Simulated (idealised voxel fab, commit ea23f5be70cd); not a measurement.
The following is a process module called voxel tone inversion.
Each square cell in cross-section cut measures 5 nm, and the section as a whole is 220 nm wide.
How to read a cross-section here: the picture is a grid of square cells, written as bands going from the top down, and any band can span one or more rows of cells. Per band: top height and bottom height in nm, followed by the left-to-right materials and their widths in nm; "all across" marks a single material spanning edge to edge, "blank" marks empty space. Convention: height 0 is the level below which the wafer, as received, is all one material. The lowest band does not terminate at the bottom but continues downward, represented as "from 0 down". Read "30->40" as a graded width: first number on top, second number at the bottom, same change between each pair of neighbouring rows. Key: "changes: none" - step with no changed cell in the cross-section. "Trapped void list" enumerates empty spaces isolated from the top, with no open way to it, that contain at least 8 cells, giving each as width x height at distance from the left edge, all three in nm. On each step's line, the part that comes after the settings is the simulator's own comment on the step. "overlay nm", when on a step's line for a step with a mask, measures how far to the right of its planned place the mask lay; a negative measure means to the left. Reading key. Pairs: pre-step and post-step cross-section, one process step apart; post-step view only to lowest changed band. Step between + settings: beneath pair. Runs: pairs may be from different runs of this module, same starting wafer. Continuation from pair above: only where "Cross-section, before" entry says.
[Cross-section, before]
> from 0 down = Si all across
> Trapped void list: none
[Post-Step Snapshot]
> from 5 to 0 = SiN all across
> Below 0, no change.
> Trapped void list: none
the step between: op CONFORMAL_DEP | material SiN | thk nm 5
Cross-section, before: Reference is made to the cross-section shown after the step in the pair directly above, which represents the state prior to this step.
[Post-Step Snapshot]
> from 25 to 5 = polySi all across
> Below 5, no change.
> Trapped void list: none
the step between: op DIRECTIONAL_DEP | material polySi | thk nm 20
Cross-section, before: Reference is made to the cross-section shown after the step in the pair directly above, which represents the state prior to this step.
[Post-Step Snapshot]
> from 50 to 25 = blank: 35  resist: 15  blank: 30  resist: 15  blank: 30  resist: 15  blank: 30  resist: 15  blank: 35
> Below 25, no change.
> Trapped void list: none
the step between: op PATTERN | tone cover | mask id POSTS | material resist | width nm 15 | pitch nm 45 | thk nm 25 | overlay nm 0
Cross-section, before: Reference is made to the cross-section shown after the step in the pair directly above, which represents the state prior to this step.
[Post-Step Snapshot]
> from 50 to 25 = blank: 35  resist: 15  blank: 30  resist: 15  blank: 30  resist: 15  blank: 30  resist: 15  blank: 35
> from 25 to 5 = blank: 35  polySi: 15  blank: 30  polySi: 15  blank: 30  polySi: 15  blank: 30  polySi: 15  blank: 35
> Below 5, no change.
> Trapped void list: none
the step between: op DIRECTIONAL_ETCH | etch materials polySi | depth nm 20
Cross-section, before: Reference is made to the cross-section shown after the step in the pair directly above, which represents the state prior to this step.
[Post-Step Snapshot]
> from 25 to 5 = blank: 35  polySi: 15  blank: 30  polySi: 15  blank: 30  polySi: 15  blank: 30  polySi: 15  blank: 35
> Below 5, no change.
> Trapped void list: none
the step between: op STRIP | etch materials resist
Cross-section, before: Reference is made to the cross-section shown after the step in the pair directly above, which represents the state prior to this step.
[Post-Step Snapshot]
> from 35 to 25 = lowk all across
> from 25 to 5 = lowk: 35  polySi: 15  lowk: 30  polySi: 15  lowk: 30  polySi: 15  lowk: 30  polySi: 15  lowk: 35
> Below 5, no change.
> Trapped void list: none
the step between: op FILL_DEP | material lowk | thk nm 10
Cross-section, before: Reference is made to the cross-section shown after the step in the pair directly above, which represents the state prior to this step.
[Post-Step Snapshot]
> from 25 to 5 = lowk: 35  polySi: 15  lowk: 30  polySi: 15  lowk: 30  polySi: 15  lowk: 30  polySi: 15  lowk: 35
> Below 5, no change.
> Trapped void list: none
the step between: op CMP | height nm 25
Cross-section, before: Reference is made to the cross-section shown after the step in the pair directly above, which represents the state prior to this step.
[Post-Step Snapshot]
> from 25 to 5 = lowk: 35  blank: 15  lowk: 30  blank: 15  lowk: 30  blank: 15  lowk: 30  blank: 15  lowk: 35
> Below 5, no change.
> Trapped void list: none
the step between: op STRIP | etch materials polySi
[Cross-section, before]
> from 0 down = Si all across
> Trapped void list: none
[Post-Step Snapshot]
> from 20 to 0 = polySi all across
> Below 0, no change.
> Trapped void list: none
the step between: op DIRECTIONAL_DEP | material polySi | thk nm 20
Cross-section, before: Reference is made to the cross-section shown after the step in the pair directly above, which represents the state prior to this step.
[Post-Step Snapshot]
> from 45 to 20 = blank: 35  resist: 15  blank: 30  resist: 15  blank: 30  resist: 15  blank: 30  resist: 15  blank: 35
> Below 20, no change.
> Trapped void list: none
the step between: op PATTERN | tone cover | mask id POSTS | material resist | width nm 15 | pitch nm 45 | thk nm 25 | overlay nm 0
Cross-section, before: Reference is made to the cross-section shown after the step in the pair directly above, which represents the state prior to this step.
[Post-Step Snapshot]
> from 45 to 20 = blank: 35  resist: 15  blank: 30  resist: 15  blank: 30  resist: 15  blank: 30  resist: 15  blank: 35
> from 20 to 0 = blank: 35  polySi: 15  blank: 30  polySi: 15  blank: 30  polySi: 15  blank: 30  polySi: 15  blank: 35
> Below 0, no change.
> Trapped void list: none
the step between: op DIRECTIONAL_ETCH | etch materials polySi | depth nm 20
Cross-section, before: Reference is made to the cross-section shown after the step in the pair directly above, which represents the state prior to this step.
[Post-Step Snapshot]
> from 20 to 0 = blank: 35  polySi: 15  blank: 30  polySi: 15  blank: 30  polySi: 15  blank: 30  polySi: 15  blank: 35
> Below 0, no change.
> Trapped void list: none
the step between: op STRIP | etch materials resist
Cross-section, before: Reference is made to the cross-section shown after the step in the pair directly above, which represents the state prior to this step.
[Post-Step Snapshot]
> from 30 to 20 = lowk all across
> from 20 to 0 = lowk: 35  polySi: 15  lowk: 30  polySi: 15  lowk: 30  polySi: 15  lowk: 30  polySi: 15  lowk: 35
> Below 0, no change.
> Trapped void list: none
the step between: op FILL_DEP | material lowk | thk nm 10
Cross-section, before: Reference is made to the cross-section shown after the step in the pair directly above, which represents the state prior to this step.
[Post-Step Snapshot]
> from 25 to 20 = lowk all across
> Below 20, no change.
> Trapped void list: none
the step between: op CMP | height nm 25
[Cross-section, before]
> from 20 to 0 = polySi all across
> from 0 down = Si all across
> Trapped void list: none
[Post-Step Snapshot]
> from 25 to 20 = SiN all across
> Below 20, no change.
> Trapped void list: none
the step between: op CONFORMAL_DEP | material SiN | thk nm 5
Cross-section, before: Reference is made to the cross-section shown after the step in the pair directly above, which represents the state prior to this step.
[Post-Step Snapshot]
> from 50 to 25 = blank: 35  resist: 15  blank: 30  resist: 15  blank: 30  resist: 15  blank: 30  resist: 15  blank: 35
> Below 25, no change.
> Trapped void list: none
the step between: op PATTERN | tone cover | mask id POSTS | material resist | width nm 15 | pitch nm 45 | thk nm 25 | overlay nm 0
Cross-section, before: Reference is made to the cross-section shown after the step in the pair directly above, which represents the state prior to this step.
[Post-Step Snapshot]
> from 25 to 20 = SiN all across
> Below 20, no change.
> Trapped void list: none
the step between: op STRIP | etch materials resist
Cross-section, before: Reference is made to the cross-section shown after the step in the pair directly above, which represents the state prior to this step.
[Post-Step Snapshot]
> from 35 to 25 = lowk all across
> Below 25, no change.
> Trapped void list: none
the step between: op FILL_DEP | material lowk | thk nm 10
Cross-section, before: Reference is made to the cross-section shown after the step in the pair directly above, which represents the state prior to this step.
[Post-Step Snapshot]
> from 25 to 20 = SiN all across
> Below 20, no change.
> Trapped void list: none
the step between: op CMP | height nm 25
[Cross-section, before]
> from 35 to 25 = lowk all across
> from 25 to 5 = lowk: 35  polySi: 15  lowk: 30  polySi: 15  lowk: 30  polySi: 15  lowk: 30  polySi: 15  lowk: 35
> from 5 to 0 = SiN all across
> from 0 down = Si all across
> Trapped void list: none
[Post-Step Snapshot]
> from 15 to 5 = lowk: 35  polySi: 15  lowk: 30  polySi: 15  lowk: 30  polySi: 15  lowk: 30  polySi: 15  lowk: 35
> Below 5, no change.
> Trapped void list: none
the step between: op CMP | height nm 15
Cross-section, before: Reference is made to the cross-section shown after the step in the pair directly above, which represents the state prior to this step.
[Post-Step Snapshot]
> from 15 to 5 = lowk: 35  blank: 15  lowk: 30  blank: 15  lowk: 30  blank: 15  lowk: 30  blank: 15  lowk: 35
> Below 5, no change.
> Trapped void list: none
the step between: op STRIP | etch materials polySi
[Cross-section, before]
> from 25 to 5 = polySi all across
> from 5 to 0 = SiN all across
> from 0 down = Si all across
> Trapped void list: none
[Post-Step Snapshot]
> from 50 to 25 = blank: 35  resist: 20  blank: 25  resist: 20  blank: 25  resist: 20  blank: 25  resist: 20  blank: 30
> Below 25, no change.
> Trapped void list: none
the step between: op PATTERN | tone cover | mask id POSTS | material resist | width nm 20 | pitch nm 45 | thk nm 25 | overlay nm 0
Cross-section, before: Reference is made to the cross-section shown after the step in the pair directly above, which represents the state prior to this step.
[Post-Step Snapshot]
> from 50 to 25 = blank: 35  resist: 20  blank: 25  resist: 20  blank: 25  resist: 20  blank: 25  resist: 20  blank: 30
> from 25 to 5 = blank: 35  polySi: 20  blank: 25  polySi: 20  blank: 25  polySi: 20  blank: 25  polySi: 20  blank: 30
> Below 5, no change.
> Trapped void list: none
the step between: op DIRECTIONAL_ETCH | etch materials polySi | depth nm 20
Cross-section, before: Reference is made to the cross-section shown after the step in the pair directly above, which represents the state prior to this step.
[Post-Step Snapshot]
> from 25 to 5 = blank: 35  polySi: 20  blank: 25  polySi: 20  blank: 25  polySi: 20  blank: 25  polySi: 20  blank: 30
> Below 5, no change.
> Trapped void list: none
the step between: op STRIP | etch materials resist
Cross-section, before: Reference is made to the cross-section shown after the step in the pair directly above, which represents the state prior to this step.
[Post-Step Snapshot]
> from 35 to 25 = lowk all across
> from 25 to 5 = lowk: 35  polySi: 20  lowk: 25  polySi: 20  lowk: 25  polySi: 20  lowk: 25  polySi: 20  lowk: 30
> Below 5, no change.
> Trapped void list: none
the step between: op FILL_DEP | material lowk | thk nm 10
Cross-section, before: Reference is made to the cross-section shown after the step in the pair directly above, which represents the state prior to this step.
[Post-Step Snapshot]
> from 25 to 5 = lowk: 35  polySi: 20  lowk: 25  polySi: 20  lowk: 25  polySi: 20  lowk: 25  polySi: 20  lowk: 30
> Below 5, no change.
> Trapped void list: none
the step between: op CMP | height nm 25
Cross-section, before: Reference is made to the cross-section shown after the step in the pair directly above, which represents the state prior to this step.
[Post-Step Snapshot]
> from 25 to 5 = lowk: 35  blank: 20  lowk: 25  blank: 20  lowk: 25  blank: 20  lowk: 25  blank: 20  lowk: 30
> Below 5, no change.
> Trapped void list: none
the step between: op STRIP | etch materials polySi
[Cross-section, before]
> from 25 to 5 = polySi all across
> from 5 to 0 = SiN all across
> from 0 down = Si all across
> Trapped void list: none
[Post-Step Snapshot]
> from 50 to 25 = blank: 30  resist: 15  blank: 30  resist: 15  blank: 30  resist: 15  blank: 30  resist: 15  blank: 40
> Below 25, no change.
> Trapped void list: none
the step between: op PATTERN | tone cover | mask id POSTS | material resist | width nm 15 | pitch nm 45 | thk nm 25 | overlay nm -5
Cross-section, before: Reference is made to the cross-section shown after the step in the pair directly above, which represents the state prior to this step.
[Post-Step Snapshot]
> from 50 to 25 = blank: 30  resist: 15  blank: 30  resist: 15  blank: 30  resist: 15  blank: 30  resist: 15  blank: 40
> from 25 to 5 = blank: 30  polySi: 15  blank: 30  polySi: 15  blank: 30  polySi: 15  blank: 30  polySi: 15  blank: 40
> Below 5, no change.
> Trapped void list: none
the step between: op DIRECTIONAL_ETCH | etch materials polySi | depth nm 20
Cross-section, before: Reference is made to the cross-section shown after the step in the pair directly above, which represents the state prior to this step.
[Post-Step Snapshot]
> from 25 to 5 = blank: 30  polySi: 15  blank: 30  polySi: 15  blank: 30  polySi: 15  blank: 30  polySi: 15  blank: 40
> Below 5, no change.
> Trapped void list: none
the step between: op STRIP | etch materials resist
Cross-section, before: Reference is made to the cross-section shown after the step in the pair directly above, which represents the state prior to this step.
[Post-Step Snapshot]
> from 35 to 25 = lowk all across
> from 25 to 5 = lowk: 30  polySi: 15  lowk: 30  polySi: 15  lowk: 30  polySi: 15  lowk: 30  polySi: 15  lowk: 40
> Below 5, no change.
> Trapped void list: none
the step between: op FILL_DEP | material lowk | thk nm 10
Cross-section, before: Reference is made to the cross-section shown after the step in the pair directly above, which represents the state prior to this step.
[Post-Step Snapshot]
> from 25 to 5 = lowk: 30  polySi: 15  lowk: 30  polySi: 15  lowk: 30  polySi: 15  lowk: 30  polySi: 15  lowk: 40
> Below 5, no change.
> Trapped void list: none
the step between: op CMP | height nm 25
Cross-section, before: Reference is made to the cross-section shown after the step in the pair directly above, which represents the state prior to this step.
[Post-Step Snapshot]
> from 25 to 5 = lowk: 30  blank: 15  lowk: 30  blank: 15  lowk: 30  blank: 15  lowk: 30  blank: 15  lowk: 40
> Below 5, no change.
> Trapped void list: none
the step between: op STRIP | etch materials polySi
[Cross-section, before]
> from 0 down = Si all across
> Trapped void list: none
[Post-Step Snapshot]
> from 5 to 0 = lowk all across
> Below 0, no change.
> Trapped void list: none
the step between: op CONFORMAL_DEP | material lowk | thk nm 5
Cross-section, before: Reference is made to the cross-section shown after the step in the pair directly above, which represents the state prior to this step.
[Post-Step Snapshot]
> from 25 to 5 = polySi all across
> Below 5, no change.
> Trapped void list: none
the step between: op DIRECTIONAL_DEP | material polySi | thk nm 20
Cross-section, before: Reference is made to the cross-section shown after the step in the pair directly above, which represents the state prior to this step.
[Post-Step Snapshot]
> from 50 to 25 = blank: 35  resist: 15  blank: 30  resist: 15  blank: 30  resist: 15  blank: 30  resist: 15  blank: 35
> Below 25, no change.
> Trapped void list: none
the step between: op PATTERN | tone cover | mask id POSTS | material resist | width nm 15 | pitch nm 45 | thk nm 25 | overlay nm 0
Cross-section, before: Reference is made to the cross-section shown after the step in the pair directly above, which represents the state prior to this step.
[Post-Step Snapshot]
> from 50 to 25 = blank: 35  resist: 15  blank: 30  resist: 15  blank: 30  resist: 15  blank: 30  resist: 15  blank: 35
> from 25 to 5 = blank: 35  polySi: 15  blank: 30  polySi: 15  blank: 30  polySi: 15  blank: 30  polySi: 15  blank: 35
> Below 5, no change.
> Trapped void list: none
the step between: op DIRECTIONAL_ETCH | etch materials polySi | depth nm 20
Cross-section, before: Reference is made to the cross-section shown after the step in the pair directly above, which represents the state prior to this step.
[Post-Step Snapshot]
> from 25 to 5 = blank: 35  polySi: 15  blank: 30  polySi: 15  blank: 30  polySi: 15  blank: 30  polySi: 15  blank: 35
> Below 5, no change.
> Trapped void list: none
the step between: op STRIP | etch materials resist
Cross-section, before: Reference is made to the cross-section shown after the step in the pair directly above, which represents the state prior to this step.
[Post-Step Snapshot]
> from 35 to 25 = lowk all across
> from 25 to 5 = lowk: 35  polySi: 15  lowk: 30  polySi: 15  lowk: 30  polySi: 15  lowk: 30  polySi: 15  lowk: 35
> Below 5, no change.
> Trapped void list: none
the step between: op FILL_DEP | material lowk | thk nm 10
Cross-section, before: Reference is made to the cross-section shown after the step in the pair directly above, which represents the state prior to this step.
[Post-Step Snapshot]
> from 25 to 5 = lowk: 35  polySi: 15  lowk: 30  polySi: 15  lowk: 30  polySi: 15  lowk: 30  polySi: 15  lowk: 35
> Below 5, no change.
> Trapped void list: none
the step between: op CMP | height nm 25
Cross-section, before: Reference is made to the cross-section shown after the step in the pair directly above, which represents the state prior to this step.
[Post-Step Snapshot]
> from 25 to 5 = lowk: 35  blank: 15  lowk: 30  blank: 15  lowk: 30  blank: 15  lowk: 30  blank: 15  lowk: 35
> Below 5, no change.
> Trapped void list: none
the step between: op STRIP | etch materials polySi
[Cross-section, before]
> from 25 to 5 = polySi all across
> from 5 to 0 = SiN all across
> from 0 down = Si all across
> Trapped void list: none
[Post-Step Snapshot]
> from 50 to 25 = resist: 35  blank: 15  resist: 30  blank: 15  resist: 30  blank: 15  resist: 30  blank: 15  resist: 35
> Below 25, no change.
> Trapped void list: none
the step between: op PATTERN | tone open | mask id POSTS | material resist | width nm 15 | pitch nm 45 | thk nm 25 | overlay nm 0
Cross-section, before: Reference is made to the cross-section shown after the step in the pair directly above, which represents the state prior to this step.
[Post-Step Snapshot]
> from 50 to 25 = resist: 35  blank: 15  resist: 30  blank: 15  resist: 30  blank: 15  resist: 30  blank: 15  resist: 35
> from 25 to 5 = polySi: 35  blank: 15  polySi: 30  blank: 15  polySi: 30  blank: 15  polySi: 30  blank: 15  polySi: 35
> Below 5, no change.
> Trapped void list: none
the step between: op DIRECTIONAL_ETCH | etch materials polySi | depth nm 20
Cross-section, before: Reference is made to the cross-section shown after the step in the pair directly above, which represents the state prior to this step.
[Post-Step Snapshot]
> from 25 to 5 = polySi: 35  blank: 15  polySi: 30  blank: 15  polySi: 30  blank: 15  polySi: 30  blank: 15  polySi: 35
> Below 5, no change.
> Trapped void list: none
the step between: op STRIP | etch materials resist
Cross-section, before: Reference is made to the cross-section shown after the step in the pair directly above, which represents the state prior to this step.
[Post-Step Snapshot]
> from 35 to 25 = lowk all across
> from 25 to 5 = polySi: 35  lowk: 15  polySi: 30  lowk: 15  polySi: 30  lowk: 15  polySi: 30  lowk: 15  polySi: 35
> Below 5, no change.
> Trapped void list: none
the step between: op FILL_DEP | material lowk | thk nm 10
Cross-section, before: Reference is made to the cross-section shown after the step in the pair directly above, which represents the state prior to this step.
[Post-Step Snapshot]
> from 25 to 5 = polySi: 35  lowk: 15  polySi: 30  lowk: 15  polySi: 30  lowk: 15  polySi: 30  lowk: 15  polySi: 35
> Below 5, no change.
> Trapped void list: none
the step between: op CMP | height nm 25
Cross-section, before: Reference is made to the cross-section shown after the step in the pair directly above, which represents the state prior to this step.
[Post-Step Snapshot]
> from 25 to 5 = blank: 35  lowk: 15  blank: 30  lowk: 15  blank: 30  lowk: 15  blank: 30  lowk: 15  blank: 35
> Below 5, no change.
> Trapped void list: none
the step between: op STRIP | etch materials polySi
